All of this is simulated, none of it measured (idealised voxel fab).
Herein follows the process module entitled voxel self aligned vias.
Xsec cut, 275 nm wide, square cell size 5 nm.
A cross-section in this document is a grid of square cells, and it is written down as bands, the top band listed before the ones below it; a band is made up of one or more rows of cells.
This entry defines a band. It first specifies the height of the band's top and the height of its bottom in nm, and then specifies the band's materials from left to right, stating each material with its width in nm. The word "throughout" identifies a single material that fills the band from edge to edge, while the word "blank" identifies empty space.
Measure heights from 0. That's the level where, below it, the as-received wafer is all one material. The lowest band is bottomless and extends downward; write it as in "0 down".
Think of "30 to 40" as a width that walks from the first number to the second as you go down the band, top row to bottom row, taking equal-sized steps from row to row.
Where a step carries "identical to before", the cross-section came out of it unchanged, cell for cell.
The entry titled "Enclosed empty spaces" provides the empty spaces that have no open way to the top, restricted to those of 8 cells or more. Each is presented as width x height at distance, the distance being measured from the left edge, with all three in nm.
On each step's line, the part that comes after the settings is the simulator's own comment on the step.
Each step line may optionally specify "overlay nm", which for a step with a mask gives the rightward distance between the mask's planned place and where it lay, a negative value indicating the leftward direction.
# So here's the lineup of process steps we planned
step 1: RECEIVE (material Si)
step 2: CONFORMAL_DEP (material SiO2; thk nm 15)
step 3: CONFORMAL_DEP (material SiCN; thk nm 5)
step 4: DIRECTIONAL_DEP (material lowk; thk nm 30)
step 5: DIRECTIONAL_DEP (material aC; thk nm 10)
step 6: PATTERN (tone open; mask id LINES; material resist; width nm 25; pitch nm 75; thk nm 30; overlay nm 0)
step 7: DIRECTIONAL_ETCH (etch materials aC; depth nm 10)
step 8: STRIP (etch materials resist)
step 9: DIRECTIONAL_ETCH (etch materials lowk; depth nm 30)
step 10: STRIP (etch materials aC)
step 11: CONFORMAL_DEP (material TiN; thk nm 5)
step 12: FILL_DEP (material Ru; thk nm 10)
step 13: CMP (height nm 50)
step 14: SELECTIVE_ETCH (etch materials W Ru TiN; depth nm 10)
step 15: FILL_DEP (material SiN; thk nm 5)
step 16: CMP (height nm 50)
step 17: DIRECTIONAL_DEP (material lowk; thk nm 20)
step 18: MASKED_ETCH (tone open; mask id VIAS; width nm 35; pitch nm 75; etch materials lowk; depth nm 20; overlay nm 0)
step 19: MASKED_ETCH (tone open; mask id VIAS; width nm 45; pitch nm 75; etch materials SiN; depth nm 10; overlay nm 0)
step 20: CONFORMAL_DEP (material TiN; thk nm 5)
step 21: FILL_DEP (material W; thk nm 5)
step 22: CMP (height nm 70)
step 23: CONFORMAL_DEP (material SiCN; thk nm 5)
Split variable: width nm, step 18. Plan value = first wafer. Wafers start alike.
# The as-received cross-section of the first of several wafers corresponds to the state after step 1
* 0 down = Si throughout
* Enclosed empty spaces: none
# Row per wafer, end-of-module: cell gain (+)/loss (-) by material since the wafer came in, then closed voids
width nm 35; +27 Ru; +110 SiCN; +165 SiO2; +84 TiN; +63 W; +376 lowk; Enclosed empty spaces: none
width nm 40; +27 Ru; +110 SiCN; +165 SiO2; +87 TiN; +72 W; +364 lowk; Enclosed empty spaces: none
width nm 45; +27 Ru; +110 SiCN; +165 SiO2; +90 TiN; +81 W; +352 lowk; Enclosed empty spaces: none
width nm 50; +27 Ru; +110 SiCN; +165 SiO2; +93 TiN; +90 W; +340 lowk; Enclosed empty spaces: none
width nm 55; +27 Ru; +110 SiCN; +165 SiO2; +96 TiN; +99 W; +328 lowk; Enclosed empty spaces: none
width nm 60; +27 Ru; +110 SiCN; +165 SiO2; +99 TiN; +108 W; +316 lowk; Enclosed empty spaces: none
